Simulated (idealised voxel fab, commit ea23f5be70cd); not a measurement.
The following process module bears the name voxel self aligned contacts.
Square cells of 5 nm make up the cross-section cut, whose width is 240 nm.
If you're reading a cross-section in this doc, picture square cells in a grid; it comes to you as bands, top ones listed first down to the bottom, and a band can be one or more rows of cells.
What a band's entry tells you: where the top is and where the bottom is, as heights in nm, and after that what lies inside, material by material from left to right, each with its width in nm. Empty space is written as the word "empty", and a single material marked with the word "edge to edge" occupies the band from edge to edge.
Where do heights start? At 0: under that level the wafer as delivered is made of one material only. And the lowest band has no floor; it just carries on downward, as in "0 and below".
The notation "30 to 40" denotes a width that varies across the rows of cells in the band, beginning at the first number in the top row, finishing at the second number in the bottom row, and changing by an identical amount from each row to the next.
Basically "nothing altered" means that step didn't change any cell in the cross-section.
This entry, "Enclosed voids", enumerates those empty regions of no fewer than 8 cells that possess no open connection to the top. Each region is reported in the form width x height at distance, the distance being taken from the left edge, with all three quantities expressed in nm.
If you see something after the settings on a step's line, that's the simulator's own remark about that step.
overlay nm, on a step with a mask: how far to the right of its planned place the mask lay; to the left if negative

**These are the steps we planned for the process**
1) RECEIVE | material Si
2) OXIDIZE | depth nm 5
3) DIRECTIONAL_DEP | material polySi | thk nm 20
4) DIRECTIONAL_DEP | material SiN | thk nm 10
5) DIRECTIONAL_DEP | material aC | thk nm 15
6) PATTERN | tone cover | mask id GATE | material resist | width nm 30 | pitch nm 70 | thk nm 30 | overlay nm 0
7) DIRECTIONAL_ETCH | etch materials aC | depth nm 15
8) STRIP | etch materials resist
9) DIRECTIONAL_ETCH | etch materials SiN | depth nm 20
10) DIRECTIONAL_ETCH | etch materials polySi | depth nm 20
11) STRIP | etch materials aC
12) CONFORMAL_DEP | material SiN | thk nm 10
13) DIRECTIONAL_ETCH | etch materials SiN | depth nm 10
14) FILL_DEP | material SiO2 | thk nm 20
15) CMP | height nm 50
16) PATTERN | tone open | mask id CONTACT | material resist | width nm 50 | thk nm 20 | overlay nm 0
17) DIRECTIONAL_ETCH | etch materials SiO2 | depth nm 55
18) STRIP | etch materials resist
19) CONFORMAL_DEP | material TiN | thk nm 5
20) FILL_DEP | material W | thk nm 10
21) CMP | height nm 50
22) CONFORMAL_DEP | material SiCN | thk nm 5
It is noted that the wafers described herein are identical at the outset and are distinguished by the thk nm of step 4; the value stated in the plan corresponds to the first wafer.

**Received condition of the first of several wafers, sectioned: post-step 1**
0 and below: Si edge to edge
Enclosed voids: none

**The first of several wafers, seen in cross-section after the module's last step, step 22**
55 down to 50: SiCN edge to edge
50 down to 35: 95 SiO2  5 TiN  40 W  5 TiN  95 SiO2
35 down to 30: 95 SiO2  20 TiN  10 W  20 TiN  95 SiO2
30 down to 20: 60 SiO2  50 SiN  5 TiN  10 W  5 TiN  50 SiN  60 SiO2
20 down to 0: 60 SiO2  10 SiN  30 polySi  10 SiN  5 TiN  10 W  5 TiN  10 SiN  30 polySi  10 SiN  60 SiO2
0 down to -5: 110 SiO2  20 TiN  110 SiO2
-5 and below: Si edge to edge
Enclosed voids: none

**Here's the last wafer cross-sectioned at the end of the module**
55 down to 50: SiCN edge to edge
50 down to 40: 60 SiO2  50 SiN  5 TiN  10 W  5 TiN  50 SiN  60 SiO2
40 down to 35: 60 SiO2  50 SiN  20 TiN  50 SiN  60 SiO2
35 down to 20: SiN edge to edge
20 down to 0: polySi edge to edge
0 down to -5: SiO2 edge to edge
-5 and below: Si edge to edge
Enclosed voids: none

**Table: wafers, a row each; end-of-module cell change per material since receipt, gain (+), loss (-); then closed voids**
thk nm 10; -48 Si; +48 SiCN; +72 SiN; +340 SiO2; +30 TiN; +38 W; +48 polySi; Enclosed voids: none
thk nm 15; -48 Si; +48 SiCN; +92 SiN; +326 SiO2; +30 TiN; +32 W; +48 polySi; Enclosed voids: none
thk nm 20; -48 Si; +48 SiCN; +112 SiN; +312 SiO2; +30 TiN; +26 W; +48 polySi; Enclosed voids: none
thk nm 25; -48 Si; +48 SiCN; +128 SiN; +182 SiO2; +18 TiN; +8 W; +192 polySi; Enclosed voids: none
thk nm 30; -48 Si; +48 SiCN; +176 SiN; +144 SiO2; +10 TiN; +6 W; +192 polySi; Enclosed voids: none
thk nm 35; -48 Si; +48 SiCN; +204 SiN; +120 SiO2; +8 TiN; +4 W; +192 polySi; Enclosed voids: none
